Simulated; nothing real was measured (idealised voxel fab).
process module | voxel transistor to metal
cross-section cut | 215 nm wide | cells 5 nm
A cross-section is a grid of square cells, given in bands from the top down. A band is one or more rows of cells.
Each band's line starts with the height of the band's top and of its bottom, in nm. Then come its materials from left to right, each with its width in nm. One material with "throughout" fills the band from edge to edge. "air" is empty space.
Height 0 is the level under which the wafer as received is all one material. The lowest band goes on downwards, as in "0 down".
A width such as "30 to 40" changes by the same amount from each row of cells to the next, from the band's top row to its bottom row.
"no change" after a step means that no cell of the cross-section changed.
closed voids: empty space of 8 cells or more with no open way to the top, each as width x height at its distance from the left edge, in nm
after a step's settings: what the simulator itself notes on the step
overlay nm, on a step with a mask: how far to the right of its planned place the mask lay; to the left if negative
plan
1 op RECEIVE | material Si
2 op CONFORMAL_DEP | material SiO2 | thk nm 5
3 op CONFORMAL_DEP | material SiN | thk nm 10
4 op DIRECTIONAL_DEP | material aC | thk nm 15
5 op PATTERN | tone cover | mask id ACTIVE | material resist | width nm 115 | thk nm 30 | overlay nm 0
6 op DIRECTIONAL_ETCH | etch materials aC | depth nm 15
7 op STRIP | etch materials resist
8 op DIRECTIONAL_ETCH | etch materials SiN | depth nm 10
9 op DIRECTIONAL_ETCH | etch materials SiO2 | depth nm 5
10 op DIRECTIONAL_ETCH | etch materials Si | depth nm 25
11 op STRIP | etch materials aC
12 op OXIDIZE | depth nm 5
13 op FILL_DEP | material SiO2 | thk nm 15
14 op CMP | height nm 15
15 op SELECTIVE_ETCH | etch materials SiO2 | depth nm 10
16 op STRIP | etch materials SiN
17 op SELECTIVE_ETCH | etch materials SiO2 | depth nm 5
18 op OXIDIZE | depth nm 5
19 op DIRECTIONAL_DEP | material polySi | thk nm 25
20 op DIRECTIONAL_DEP | material SiCN | thk nm 15
21 op DIRECTIONAL_DEP | material aC | thk nm 15
22 op PATTERN | tone cover | mask id GATE | material resist | width nm 25 | thk nm 35 | overlay nm 0
23 op DIRECTIONAL_ETCH | etch materials aC | depth nm 15
24 op STRIP | etch materials resist
25 op DIRECTIONAL_ETCH | etch materials SiCN | depth nm 25
26 op DIRECTIONAL_ETCH | etch materials polySi | depth nm 35
27 op STRIP | etch materials aC
28 op CONFORMAL_DEP | material SiN | thk nm 10
29 op DIRECTIONAL_ETCH | etch materials SiN | depth nm 10
30 op DIRECTIONAL_ETCH | etch materials SiO2 | depth nm 5
31 op DIRECTIONAL_ETCH | etch materials Si | depth nm 5
32 op EPI | material pSi | thk nm 5
33 op FILL_DEP | material SiO2 | thk nm 10
34 op CMP | height nm 25
35 op STRIP | etch materials polySi
36 op SELECTIVE_ETCH | etch materials SiO2 | depth nm 5
37 op CONFORMAL_DEP | material HfO2 | thk nm 5
38 op CONFORMAL_DEP | material TiN | thk nm 5
39 op FILL_DEP | material W | thk nm 10
40 op CMP | height nm 20
41 op DIRECTIONAL_DEP | material SiO2 | thk nm 15
42 op DIRECTIONAL_DEP | material aC | thk nm 15
43 op PATTERN | tone open | mask id CONTACT | material resist | width nm 20 | pitch nm 75 | thk nm 35 | overlay nm 0
44 op DIRECTIONAL_ETCH | etch materials aC | depth nm 15
45 op STRIP | etch materials resist
46 op DIRECTIONAL_ETCH | etch materials SiO2 | depth nm 40
47 op STRIP | etch materials aC
48 op CONFORMAL_DEP | material TiN | thk nm 5
49 op FILL_DEP | material W | thk nm 10
50 op CMP | height nm 35
51 op DIRECTIONAL_DEP | material TiN | thk nm 5
52 op DIRECTIONAL_DEP | material W | thk nm 25
53 op DIRECTIONAL_DEP | material aC | thk nm 10
54 op PATTERN | tone cover | mask id METAL_1 | material resist | width nm 20 | pitch nm 75 | thk nm 25 | overlay nm 0
55 op DIRECTIONAL_ETCH | etch materials aC | depth nm 10
56 op STRIP | etch materials resist
57 op DIRECTIONAL_ETCH | etch materials W | depth nm 25
58 op DIRECTIONAL_ETCH | etch materials TiN | depth nm 5
59 op STRIP | etch materials aC
60 op FILL_DEP | material SiO2 | thk nm 10
61 op CMP | height nm 65
62 op CONFORMAL_DEP | material SiCN | thk nm 5
63 op DIRECTIONAL_DEP | material SiO2 | thk nm 35
64 op MASKED_ETCH | tone open | mask id METAL_2 | width nm 20 | pitch nm 75 | etch materials SiO2 | depth nm 20 | overlay nm 0
65 op PATTERN | tone open | mask id METAL_2_HOLES | material resist | width nm 15 | pitch nm 75 | thk nm 20 | overlay nm 0
66 op DIRECTIONAL_ETCH | etch materials SiO2 | depth nm 15
67 op DIRECTIONAL_ETCH | etch materials SiCN | depth nm 5
68 op STRIP | etch materials resist
69 op CONFORMAL_DEP | material TiN | thk nm 5
70 op FILL_DEP | material Ru | thk nm 5
71 op CMP | height nm 105
72 op CONFORMAL_DEP | material SiN | thk nm 5
first wafer, as planned
as received, after step 1
  0 down: Si throughout
  closed voids: none
after step 2
  5 to 0: SiO2 throughout
  below 0: unchanged
after step 3
  15 to 5: SiN throughout
  below 5: unchanged
after step 4
  30 to 15: aC throughout
  below 15: unchanged
after step 5
  60 to 30: air 50 | resist 115 | air 50
  below 30: unchanged
after step 6
  45 to 30: air 50 | resist 115 | air 50
  30 to 15: air 50 | aC 115 | air 50
  below 15: unchanged
after step 7
  30 to 15: air 50 | aC 115 | air 50
  below 15: unchanged
after step 8
  30 to 15: air 50 | aC 115 | air 50
  15 to 5: air 50 | SiN 115 | air 50
  below 5: unchanged
after step 9
  30 to 15: air 50 | aC 115 | air 50
  15 to 5: air 50 | SiN 115 | air 50
  5 to 0: air 50 | SiO2 115 | air 50
  below 0: unchanged
after step 10
  30 to 15: air 50 | aC 115 | air 50
  15 to 5: air 50 | SiN 115 | air 50
  5 to 0: air 50 | SiO2 115 | air 50
  0 to -25: air 50 | Si 115 | air 50
  below -25: unchanged
after step 11
  15 to 5: air 50 | SiN 115 | air 50
  below 5: unchanged
after step 12
  15 to 5: air 50 | SiN 115 | air 50
  5 to 0: air 50 | SiO2 115 | air 50
  0 to -25: air 50 | SiO2 5 | Si 105 | SiO2 5 | air 50
  -25 to -30: SiO2 55 | Si 105 | SiO2 55
  below -30: unchanged
after step 13
  30 to 15: SiO2 throughout
  15 to 5: SiO2 50 | SiN 115 | SiO2 50
  5 to 0: SiO2 throughout
  0 to -30: SiO2 55 | Si 105 | SiO2 55
  below -30: unchanged
after step 14
  15 to 5: SiO2 50 | SiN 115 | SiO2 50
  below 5: unchanged
after step 15
  15 to 5: air 50 | SiN 115 | air 50
  below 5: unchanged
after step 16
  5 to 0: SiO2 throughout
  below 0: unchanged
after step 17
  0 to -30: SiO2 55 | Si 105 | SiO2 55
  below -30: unchanged
after step 18
  0 to -5: SiO2 throughout
  below -5: unchanged
after step 19
  25 to 0: polySi throughout
  below 0: unchanged
after step 20
  40 to 25: SiCN throughout
  below 25: unchanged
after step 21
  55 to 40: aC throughout
  below 40: unchanged
after step 22
  90 to 55: air 95 | resist 25 | air 95
  below 55: unchanged
after step 23
  75 to 55: air 95 | resist 25 | air 95
  55 to 40: air 95 | aC 25 | air 95
  below 40: unchanged
after step 24
  55 to 40: air 95 | aC 25 | air 95
  below 40: unchanged
after step 25
  55 to 40: air 95 | aC 25 | air 95
  40 to 25: air 95 | SiCN 25 | air 95
  below 25: unchanged
after step 26
  55 to 40: air 95 | aC 25 | air 95
  40 to 25: air 95 | SiCN 25 | air 95
  25 to 0: air 95 | polySi 25 | air 95
  below 0: unchanged
after step 27
  40 to 25: air 95 | SiCN 25 | air 95
  below 25: unchanged
after step 28
  50 to 40: air 85 | SiN 45 | air 85
  40 to 25: air 85 | SiN 10 | SiCN 25 | SiN 10 | air 85
  25 to 10: air 85 | SiN 10 | polySi 25 | SiN 10 | air 85
  10 to 0: SiN 95 | polySi 25 | SiN 95
  below 0: unchanged
after step 29
  40 to 25: air 85 | SiN 10 | SiCN 25 | SiN 10 | air 85
  25 to 0: air 85 | SiN 10 | polySi 25 | SiN 10 | air 85
  below 0: unchanged
after step 30
  40 to 25: air 85 | SiN 10 | SiCN 25 | SiN 10 | air 85
  25 to 0: air 85 | SiN 10 | polySi 25 | SiN 10 | air 85
  0 to -5: air 85 | SiO2 45 | air 85
  below -5: unchanged
after step 31
  40 to 25: air 85 | SiN 10 | SiCN 25 | SiN 10 | air 85
  25 to 0: air 85 | SiN 10 | polySi 25 | SiN 10 | air 85
  0 to -5: air 85 | SiO2 45 | air 85
  -5 to -10: SiO2 55 | air 30 | Si 45 | air 30 | SiO2 55
  below -10: unchanged
after step 32
  40 to 25: air 85 | SiN 10 | SiCN 25 | SiN 10 | air 85
  25 to 0: air 85 | SiN 10 | polySi 25 | SiN 10 | air 85
  0 to -5: air 80 | pSi 5 | SiO2 45 | pSi 5 | air 80
  -5 to -10: SiO2 55 | pSi 30 | Si 45 | pSi 30 | SiO2 55
  below -10: unchanged
after step 33
  50 to 40: SiO2 throughout
  40 to 25: SiO2 85 | SiN 10 | SiCN 25 | SiN 10 | SiO2 85
  25 to 0: SiO2 85 | SiN 10 | polySi 25 | SiN 10 | SiO2 85
  0 to -5: SiO2 80 | pSi 5 | SiO2 45 | pSi 5 | SiO2 80
  below -5: unchanged
after step 34
  25 to 0: SiO2 85 | SiN 10 | polySi 25 | SiN 10 | SiO2 85
  below 0: unchanged
after step 35
  25 to 0: SiO2 85 | SiN 10 | air 25 | SiN 10 | SiO2 85
  below 0: unchanged
after step 36
  25 to 20: air 85 | SiN 10 | air 25 | SiN 10 | air 85
  20 to 0: SiO2 85 | SiN 10 | air 25 | SiN 10 | SiO2 85
  0 to -5: SiO2 80 | pSi 5 | SiO2 5 | air 35 | SiO2 5 | pSi 5 | SiO2 80
  below -5: unchanged
after step 37
  30 to 25: air 80 | HfO2 20 | air 15 | HfO2 20 | air 80
  25 to 20: HfO2 85 | SiN 10 | HfO2 5 | air 15 | HfO2 5 | SiN 10 | HfO2 85
  20 to 0: SiO2 85 | SiN 10 | HfO2 5 | air 15 | HfO2 5 | SiN 10 | SiO2 85
  0 to -5: SiO2 80 | pSi 5 | SiO2 5 | HfO2 35 | SiO2 5 | pSi 5 | SiO2 80
  below -5: unchanged
after step 38
  35 to 30: air 75 | TiN 30 | air 5 | TiN 30 | air 75
  30 to 25: TiN 80 | HfO2 20 | TiN 5 | air 5 | TiN 5 | HfO2 20 | TiN 80
  25 to 20: HfO2 85 | SiN 10 | HfO2 5 | TiN 5 | air 5 | TiN 5 | HfO2 5 | SiN 10 | HfO2 85
  20 to 5: SiO2 85 | SiN 10 | HfO2 5 | TiN 5 | air 5 | TiN 5 | HfO2 5 | SiN 10 | SiO2 85
  5 to 0: SiO2 85 | SiN 10 | HfO2 5 | TiN 15 | HfO2 5 | SiN 10 | SiO2 85
  below 0: unchanged
after step 39
  45 to 35: W throughout
  35 to 30: W 75 | TiN 30 | W 5 | TiN 30 | W 75
  30 to 25: TiN 80 | HfO2 20 | TiN 5 | W 5 | TiN 5 | HfO2 20 | TiN 80
  25 to 20: HfO2 85 | SiN 10 | HfO2 5 | TiN 5 | W 5 | TiN 5 | HfO2 5 | SiN 10 | HfO2 85
  20 to 5: SiO2 85 | SiN 10 | HfO2 5 | TiN 5 | W 5 | TiN 5 | HfO2 5 | SiN 10 | SiO2 85
  below 5: unchanged
after step 40
  20 to 5: SiO2 85 | SiN 10 | HfO2 5 | TiN 5 | W 5 | TiN 5 | HfO2 5 | SiN 10 | SiO2 85
  below 5: unchanged
after step 41
  35 to 20: SiO2 throughout
  below 20: unchanged
after step 42
  50 to 35: aC throughout
  below 35: unchanged
after step 43
  85 to 50: resist 60 | air 20 | resist 55 | air 20 | resist 60
  below 50: unchanged
after step 44
  70 to 50: resist 60 | air 20 | resist 55 | air 20 | resist 60
  50 to 35: aC 60 | air 20 | aC 55 | air 20 | aC 60
  below 35: unchanged
after step 45
  50 to 35: aC 60 | air 20 | aC 55 | air 20 | aC 60
  below 35: unchanged
after step 46
  50 to 35: aC 60 | air 20 | aC 55 | air 20 | aC 60
  35 to 20: SiO2 60 | air 20 | SiO2 55 | air 20 | SiO2 60
  20 to 5: SiO2 60 | air 20 | SiO2 5 | SiN 10 | HfO2 5 | TiN 5 | W 5 | TiN 5 | HfO2 5 | SiN 10 | SiO2 5 | air 20 | SiO2 60
  5 to 0: SiO2 60 | air 20 | SiO2 5 | SiN 10 | HfO2 5 | TiN 15 | HfO2 5 | SiN 10 | SiO2 5 | air 20 | SiO2 60
  0 to -5: SiO2 60 | air 20 | pSi 5 | SiO2 5 | HfO2 35 | SiO2 5 | pSi 5 | air 20 | SiO2 60
  below -5: unchanged
after step 47
  35 to 20: SiO2 60 | air 20 | SiO2 55 | air 20 | SiO2 60
  below 20: unchanged
after step 48
  40 to 35: TiN 65 | air 10 | TiN 65 | air 10 | TiN 65
  35 to 20: SiO2 60 | TiN 5 | air 10 | TiN 5 | SiO2 55 | TiN 5 | air 10 | TiN 5 | SiO2 60
  20 to 5: SiO2 60 | TiN 5 | air 10 | TiN 5 | SiO2 5 | SiN 10 | HfO2 5 | TiN 5 | W 5 | TiN 5 | HfO2 5 | SiN 10 | SiO2 5 | TiN 5 | air 10 | TiN 5 | SiO2 60
  5 to 0: SiO2 60 | TiN 5 | air 10 | TiN 5 | SiO2 5 | SiN 10 | HfO2 5 | TiN 15 | HfO2 5 | SiN 10 | SiO2 5 | TiN 5 | air 10 | TiN 5 | SiO2 60
  0 to -5: SiO2 60 | TiN 20 | pSi 5 | SiO2 5 | HfO2 35 | SiO2 5 | pSi 5 | TiN 20 | SiO2 60
  below -5: unchanged
after step 49
  50 to 40: W throughout
  40 to 35: TiN 65 | W 10 | TiN 65 | W 10 | TiN 65
  35 to 20: SiO2 60 | TiN 5 | W 10 | TiN 5 | SiO2 55 | TiN 5 | W 10 | TiN 5 | SiO2 60
  20 to 5: SiO2 60 | TiN 5 | W 10 | TiN 5 | SiO2 5 | SiN 10 | HfO2 5 | TiN 5 | W 5 | TiN 5 | HfO2 5 | SiN 10 | SiO2 5 | TiN 5 | W 10 | TiN 5 | SiO2 60
  5 to 0: SiO2 60 | TiN 5 | W 10 | TiN 5 | SiO2 5 | SiN 10 | HfO2 5 | TiN 15 | HfO2 5 | SiN 10 | SiO2 5 | TiN 5 | W 10 | TiN 5 | SiO2 60
  below 0: unchanged
after step 50
  35 to 20: SiO2 60 | TiN 5 | W 10 | TiN 5 | SiO2 55 | TiN 5 | W 10 | TiN 5 | SiO2 60
  below 20: unchanged
after step 51
  40 to 35: TiN throughout
  below 35: unchanged
after step 52
  65 to 40: W throughout
  below 40: unchanged
after step 53
  75 to 65: aC throughout
  below 65: unchanged
after step 54
  100 to 75: air 60 | resist 20 | air 55 | resist 20 | air 60
  below 75: unchanged
after step 55
  90 to 75: air 60 | resist 20 | air 55 | resist 20 | air 60
  75 to 65: air 60 | aC 20 | air 55 | aC 20 | air 60
  below 65: unchanged
after step 56
  75 to 65: air 60 | aC 20 | air 55 | aC 20 | air 60
  below 65: unchanged
after step 57
  75 to 65: air 60 | aC 20 | air 55 | aC 20 | air 60
  65 to 40: air 60 | W 20 | air 55 | W 20 | air 60
  below 40: unchanged
after step 58
  75 to 65: air 60 | aC 20 | air 55 | aC 20 | air 60
  65 to 40: air 60 | W 20 | air 55 | W 20 | air 60
  40 to 35: air 60 | TiN 20 | air 55 | TiN 20 | air 60
  below 35: unchanged
after step 59
  65 to 40: air 60 | W 20 | air 55 | W 20 | air 60
  below 40: unchanged
after step 60
  75 to 65: SiO2 throughout
  65 to 40: SiO2 60 | W 20 | SiO2 55 | W 20 | SiO2 60
  40 to 35: SiO2 60 | TiN 20 | SiO2 55 | TiN 20 | SiO2 60
  below 35: unchanged
after step 61
  65 to 40: SiO2 60 | W 20 | SiO2 55 | W 20 | SiO2 60
  below 40: unchanged
after step 62
  70 to 65: SiCN throughout
  below 65: unchanged
after step 63
  105 to 70: SiO2 throughout
  below 70: unchanged
after step 64
  105 to 85: SiO2 60 | air 20 | SiO2 55 | air 20 | SiO2 60
  below 85: unchanged
after step 65
  125 to 105: resist 60 | air 15 | resist 60 | air 15 | resist 65
  105 to 85: SiO2 60 | air 15 | resist 5 | SiO2 55 | air 15 | resist 5 | SiO2 60
  below 85: unchanged
after step 66
  125 to 105: resist 60 | air 15 | resist 60 | air 15 | resist 65
  105 to 85: SiO2 60 | air 15 | resist 5 | SiO2 55 | air 15 | resist 5 | SiO2 60
  85 to 70: SiO2 60 | air 15 | SiO2 60 | air 15 | SiO2 65
  below 70: unchanged
after step 67
  125 to 105: resist 60 | air 15 | resist 60 | air 15 | resist 65
  105 to 85: SiO2 60 | air 15 | resist 5 | SiO2 55 | air 15 | resist 5 | SiO2 60
  85 to 70: SiO2 60 | air 15 | SiO2 60 | air 15 | SiO2 65
  70 to 65: SiCN 60 | air 15 | SiCN 60 | air 15 | SiCN 65
  below 65: unchanged
after step 68
  105 to 85: SiO2 60 | air 20 | SiO2 55 | air 20 | SiO2 60
  below 85: unchanged
after step 69
  110 to 105: TiN 65 | air 10 | TiN 65 | air 10 | TiN 65
  105 to 90: SiO2 60 | TiN 5 | air 10 | TiN 5 | SiO2 55 | TiN 5 | air 10 | TiN 5 | SiO2 60
  90 to 85: SiO2 60 | TiN 5 | air 5 | TiN 10 | SiO2 55 | TiN 5 | air 5 | TiN 10 | SiO2 60
  85 to 70: SiO2 60 | TiN 5 | air 5 | TiN 5 | SiO2 60 | TiN 5 | air 5 | TiN 5 | SiO2 65
  70 to 65: SiCN 60 | TiN 15 | SiCN 60 | TiN 15 | SiCN 65
  below 65: unchanged
after step 70
  115 to 110: Ru throughout
  110 to 105: TiN 65 | Ru 10 | TiN 65 | Ru 10 | TiN 65
  105 to 90: SiO2 60 | TiN 5 | Ru 10 | TiN 5 | SiO2 55 | TiN 5 | Ru 10 | TiN 5 | SiO2 60
  90 to 85: SiO2 60 | TiN 5 | Ru 5 | TiN 10 | SiO2 55 | TiN 5 | Ru 5 | TiN 10 | SiO2 60
  85 to 70: SiO2 60 | TiN 5 | Ru 5 | TiN 5 | SiO2 60 | TiN 5 | Ru 5 | TiN 5 | SiO2 65
  below 70: unchanged
after step 71
  105 to 90: SiO2 60 | TiN 5 | Ru 10 | TiN 5 | SiO2 55 | TiN 5 | Ru 10 | TiN 5 | SiO2 60
  below 90: unchanged
after step 72
  110 to 105: SiN throughout
  below 105: unchanged
second wafer: like start, like plan, one mistake. Through step 63 it matches the first wafer
when step 64 should have ended
  105 to 70: SiO2 60 | air 20 | SiO2 55 | air 20 | SiO2 60
  below 70: unchanged
when step 65 should have ended
  125 to 105: resist 60 | air 15 | resist 60 | air 15 | resist 65
  105 to 70: SiO2 60 | air 15 | resist 5 | SiO2 55 | air 15 | resist 5 | SiO2 60
  below 70: unchanged
when step 66 should have ended: no change
when step 67 should have ended
  125 to 105: resist 60 | air 15 | resist 60 | air 15 | resist 65
  105 to 70: SiO2 60 | air 15 | resist 5 | SiO2 55 | air 15 | resist 5 | SiO2 60
  70 to 65: SiCN 60 | air 15 | SiCN 60 | air 15 | SiCN 65
  below 65: unchanged
when step 68 should have ended
  105 to 70: SiO2 60 | air 20 | SiO2 55 | air 20 | SiO2 60
  below 70: unchanged
when step 69 should have ended
  110 to 105: TiN 65 | air 10 | TiN 65 | air 10 | TiN 65
  105 to 75: SiO2 60 | TiN 5 | air 10 | TiN 5 | SiO2 55 | TiN 5 | air 10 | TiN 5 | SiO2 60
  75 to 70: SiO2 60 | TiN 5 | air 5 | TiN 10 | SiO2 55 | TiN 5 | air 5 | TiN 10 | SiO2 60
  70 to 65: SiCN 60 | TiN 15 | SiCN 60 | TiN 15 | SiCN 65
  below 65: unchanged
when step 70 should have ended
  115 to 110: Ru throughout
  110 to 105: TiN 65 | Ru 10 | TiN 65 | Ru 10 | TiN 65
  105 to 75: SiO2 60 | TiN 5 | Ru 10 | TiN 5 | SiO2 55 | TiN 5 | Ru 10 | TiN 5 | SiO2 60
  75 to 70: SiO2 60 | TiN 5 | Ru 5 | TiN 10 | SiO2 55 | TiN 5 | Ru 5 | TiN 10 | SiO2 60
  below 70: unchanged
when step 71 should have ended
  105 to 75: SiO2 60 | TiN 5 | Ru 10 | TiN 5 | SiO2 55 | TiN 5 | Ru 10 | TiN 5 | SiO2 60
  below 75: unchanged
when step 72 should have ended
  110 to 105: SiN throughout
  below 105: unchanged
what went wrong: step 64 was run twice
at the end the second wafer has, in cells: 6 more of Ru | 6 fewer of SiO2
